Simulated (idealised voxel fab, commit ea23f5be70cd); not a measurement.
The process module that follows is named voxel plated lines.
FYI the section here is cut, 185 nm wide, cells are 5 nm squares.
Cross-section format: a grid of square cells, given as bands from top to bottom; each band is one or more rows of cells.
In this notation a band is specified by the heights of its top and bottom, in that order and in nm, after which its materials appear from left to right, each paired with its width in nm. The word "throughout" attached to a single material means that material fills the band from edge to edge; the word "blank" stands for empty space.
Counting heights begins at 0, where everything beneath is, in the wafer as received, one material. The lowest band has no bottom; it goes on downwards, as "0 nm and below" shows.
Width "30->40": first value at the band's top row of cells, second value at its bottom row, equal change from row to row.
Any step labelled "no change occurred" changed none of the cells in the cross-section.
The label "Voids, enclosed" introduces a list of the empty spaces, 8 cells or larger, that have no open way up to the top; each entry in it reads width x height at distance, where the distance is taken from the left edge and all three are stated in nm.
Step line, after settings: the simulator's comment on this step.
On any step carrying a mask, the "overlay nm" setting, if present on the step's line, tells how far right of its planned place the mask lay; negative values point to the left.
Below is the list of planned process steps:
1: RECEIVE (material Si)
2: CONFORMAL_DEP (material Al2O3; thk nm 5)
3: DIRECTIONAL_DEP (material TiN; thk nm 5)
4: PATTERN (tone open; mask id LINES; material resist; width nm 20; pitch nm 40; thk nm 20; overlay nm 0)
5: EPI (material Ru; thk nm 10)
6: STRIP (etch materials resist)
7: DIRECTIONAL_ETCH (etch materials TiN; depth nm 5)
8: CONFORMAL_DEP (material SiN; thk nm 5)
First of two wafers, processed according to plan:
as received, after step 1:
> 0 nm and below: Si throughout
> Voids, enclosed: none
After step 2: wafer cross-section:
> 5 nm to 0 nm: Al2O3 throughout
> Below a height of 0, the structure has not been altered.
After step 3: wafer cross-section:
> 10 nm to 5 nm: TiN throughout
> Below a height of 5, the structure has not been altered.
After step 4: wafer cross-section:
> 30 nm to 10 nm: resist (60), then blank (20), then resist (20), then blank (20), then resist (65)
> Below a height of 10, the structure has not been altered.
After step 5: wafer cross-section:
> 30 nm to 20 nm: resist (60), then blank (20), then resist (20), then blank (20), then resist (65)
> 20 nm to 10 nm: resist (60), then Ru (20), then resist (20), then Ru (20), then resist (65)
> Below a height of 10, the structure has not been altered.
After step 6: wafer cross-section:
> 20 nm to 10 nm: blank (60), then Ru (20), then blank (20), then Ru (20), then blank (65)
> Below a height of 10, the structure has not been altered.
After step 7: wafer cross-section:
> 20 nm to 10 nm: blank (60), then Ru (20), then blank (20), then Ru (20), then blank (65)
> 10 nm to 5 nm: blank (60), then TiN (20), then blank (20), then TiN (20), then blank (65)
> Below a height of 5, the structure has not been altered.
After step 8: wafer cross-section:
> 25 nm to 20 nm: blank (55), then SiN (30), then blank (10), then SiN (30), then blank (60)
> 20 nm to 10 nm: blank (55), then SiN (5), then Ru (20), then SiN (5), then blank (10), then SiN (5), then Ru (20), then SiN (5), then blank (60)
> 10 nm to 5 nm: SiN (60), then TiN (20), then SiN (20), then TiN (20), then SiN (65)
> Below a height of 5, the structure has not been altered.
Second wafer - shared start and plan with the first - one error in running - same as the first up to step 1 inclusive:
Second wafer, section view, time point: scheduled end of step 2:
> 5 nm to 0 nm: TiN throughout
> Below a height of 0, the structure has not been altered.
Second wafer, section view, time point: scheduled end of step 3:
> 10 nm to 5 nm: Al2O3 throughout
> Below a height of 5, the structure has not been altered.
Second wafer, section view, time point: scheduled end of step 4:
> 30 nm to 10 nm: resist (60), then blank (20), then resist (20), then blank (20), then resist (65)
> Below a height of 10, the structure has not been altered.
Second wafer, section view, time point: scheduled end of step 5: no change occurred
Second wafer, section view, time point: scheduled end of step 6:
> 10 nm to 5 nm: Al2O3 throughout
> Below a height of 5, the structure has not been altered.
Second wafer, section view, time point: scheduled end of step 7: no change occurred
Second wafer, section view, time point: scheduled end of step 8:
> 15 nm to 10 nm: SiN throughout
> Below a height of 10, the structure has not been altered.
The plan and the run diverged here: sequence error: steps 2 and 3 interchanged
Once processing is complete, comparing cell counts shows that the second wafer has more or fewer of certain materials than the first: Ru: 16 fewer, SiN: 12 fewer, TiN: 29 more
